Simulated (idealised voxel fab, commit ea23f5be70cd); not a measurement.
Process module, titled voxel transistor to metal
The cross-section shown here is cut; it is 165 nm wide and divided into square cells measuring 5 nm on a side.
This document writes a cross-section as a grid whose cells are square, and gives it as bands, listed from the top down; one or more rows of cells form a band.
A band entry consists of two parts. The first gives the height of the band's top and the height of its bottom, in nm. The rest lists the band's materials from left to right, each with its width in nm. A single material labelled with the word "throughout" fills the band from edge to edge, and the word "empty" marks empty space.
Zero point of the height axis is 0; under it, received wafer = one material. Lowest band: continues down indefinitely, "0 and below".
The two numbers in a width such as "30..40" mark its ends across the band: the first belongs to the top row of cells, the second to the bottom row, and from each row to the next the width moves by the same amount.
Step note "nothing got changed" = no cross-section cell changed.
Basically, "Closed cavity list" tells you about the enclosed voids: empty spaces with no open way to the top, 8 cells or bigger, each written width x height at distance, where distance is from the left edge, all in nm.
Past the settings on a step's line: simulator remark, on that step.
overlay nm: for a step with a mask, the amount by which the mask lay right of where it was planned; a negative amount means left of it.

LISTED BELOW ARE THE PROCESS STEPS AS PLANNED
1. RECEIVE (material Si)
2. CONFORMAL_DEP (material SiO2; thk nm 5)
3. CONFORMAL_DEP (material SiN; thk nm 10)
4. DIRECTIONAL_DEP (material aC; thk nm 15)
5. PATTERN (tone cover; mask id ACTIVE; material resist; width nm 95; thk nm 30; overlay nm 0)
6. DIRECTIONAL_ETCH (etch materials aC; depth nm 15)
7. STRIP (etch materials resist)
8. DIRECTIONAL_ETCH (etch materials SiN; depth nm 10)
9. DIRECTIONAL_ETCH (etch materials SiO2; depth nm 5)
10. DIRECTIONAL_ETCH (etch materials Si; depth nm 20)
11. STRIP (etch materials aC)
12. OXIDIZE (depth nm 5)
13. FILL_DEP (material SiO2; thk nm 15)
14. CMP (height nm 15)
15. SELECTIVE_ETCH (etch materials SiO2; depth nm 5)
16. STRIP (etch materials SiN)
17. SELECTIVE_ETCH (etch materials SiO2; depth nm 5)
18. OXIDIZE (depth nm 5)
19. DIRECTIONAL_DEP (material polySi; thk nm 20)
20. DIRECTIONAL_DEP (material SiCN; thk nm 15)
21. PATTERN (tone cover; mask id GATE; material resist; width nm 15; thk nm 20; overlay nm 0)
22. DIRECTIONAL_ETCH (etch materials SiCN; depth nm 25)
23. DIRECTIONAL_ETCH (etch materials polySi; depth nm 30)
24. STRIP (etch materials resist)
25. CONFORMAL_DEP (material SiN; thk nm 5)
26. DIRECTIONAL_ETCH (etch materials SiN; depth nm 5)
27. DIRECTIONAL_ETCH (etch materials SiO2; depth nm 5)
28. EPI (material SiGe; thk nm 5)
29. FILL_DEP (material SiO2; thk nm 10)
30. CMP (height nm 35)
31. DIRECTIONAL_DEP (material SiO2; thk nm 10)
32. PATTERN (tone open; mask id CONTACT; material resist; width nm 20; pitch nm 65; thk nm 15; overlay nm 0)
33. DIRECTIONAL_ETCH (etch materials SiO2; depth nm 45)
34. STRIP (etch materials resist)
35. CONFORMAL_DEP (material TiN; thk nm 5)
36. FILL_DEP (material Ru; thk nm 5)
37. CMP (height nm 45)
38. DIRECTIONAL_DEP (material TiN; thk nm 5)
39. DIRECTIONAL_DEP (material Ru; thk nm 20)
40. MASKED_ETCH (tone cover; mask id METAL_1; width nm 20; pitch nm 65; etch materials Ru; depth nm 20; overlay nm 0)
41. MASKED_ETCH (tone cover; mask id METAL_1; width nm 20; pitch nm 65; etch materials TiN; depth nm 5; overlay nm 0)
42. FILL_DEP (material SiO2; thk nm 10)
43. CMP (height nm 70)
44. CONFORMAL_DEP (material SiN; thk nm 5)

CROSS-SECTION OF THE WAFER AS IT CAME TO US, I.E., ALREADY THROUGH STEP 1
> 0 and below: Si throughout
> Closed cavity list: none

END-OF-MODULE CROSS-SECTION OF THE FIRST OF TWO WAFERS, PROCESSED AS PLANNED
> 75 down to 70: SiN throughout
> 70 down to 50: SiO2=40, then Ru=20, then SiO2=45, then Ru=20, then SiO2=40
> 50 down to 45: SiO2=40, then TiN=20, then SiO2=45, then TiN=20, then SiO2=40
> 45 down to 35: SiO2=40, then TiN=5, then Ru=10, then TiN=5, then SiO2=45, then TiN=5, then Ru=10, then TiN=5, then SiO2=40
> 35 down to 20: SiO2=40, then TiN=5, then Ru=10, then TiN=5, then SiO2=10, then SiN=5, then SiCN=15, then SiN=5, then SiO2=10, then TiN=5, then Ru=10, then TiN=5, then SiO2=40
> 20 down to 5: SiO2=40, then TiN=5, then Ru=10, then TiN=5, then SiO2=10, then SiN=5, then polySi=15, then SiN=5, then SiO2=10, then TiN=5, then Ru=10, then TiN=5, then SiO2=40
> 5 down to 0: SiO2=30, then SiN=5, then SiO2=5, then TiN=20, then SiO2=10, then SiN=5, then polySi=15, then SiN=5, then SiO2=10, then TiN=20, then SiO2=5, then SiN=5, then SiO2=30
> 0 down to -5: SiO2=35, then SiGe=35, then SiO2=25, then SiGe=35, then SiO2=35
> -5 down to -25: SiO2=40, then Si=85, then SiO2=40
> -25 and below: Si throughout
> Closed cavity list: none

SAME START, SAME PLAN AS THE FIRST WAFER - BUT ONE MISTAKE IN THE RUN. CROSS-SECTION OF THE SECOND OF THE TWO AT THE END OF THE MODULE
> 75 down to 70: SiN throughout
> 70 down to 50: SiO2=40, then Ru=20, then SiO2=45, then Ru=20, then SiO2=40
> 50 down to 45: SiO2=40, then TiN=20, then SiO2=45, then TiN=20, then SiO2=40
> 45 down to 35: SiO2=45, then TiN=5, then Ru=10, then TiN=5, then SiO2=45, then TiN=5, then Ru=10, then TiN=5, then SiO2=35
> 35 down to 20: SiO2=45, then TiN=5, then Ru=10, then TiN=5, then SiO2=5, then SiN=5, then SiCN=15, then SiN=5, then SiO2=15, then TiN=5, then Ru=10, then TiN=5, then SiO2=35
> 20 down to 5: SiO2=45, then TiN=5, then Ru=10, then TiN=5, then SiO2=5, then SiN=5, then polySi=15, then SiN=5, then SiO2=15, then TiN=5, then Ru=10, then TiN=5, then SiO2=35
> 5 down to 0: SiO2=30, then SiN=5, then SiO2=10, then TiN=20, then SiO2=5, then SiN=5, then polySi=15, then SiN=5, then SiO2=15, then TiN=20, then SiN=5, then SiO2=30
> 0 down to -5: SiO2=35, then SiGe=35, then SiO2=25, then SiGe=35, then SiO2=35
> -5 down to -25: SiO2=40, then Si=85, then SiO2=40
> -25 and below: Si throughout
> Closed cavity list: none
Want to know what went wrong? step 32 was processed under conditions differing from the plan, specifically as PATTERN (tone open; mask id CONTACT; material resist; width nm 20; pitch nm 65; thk nm 15; overlay nm 5)
Both wafers, final: cells per material equal; arrangement not.
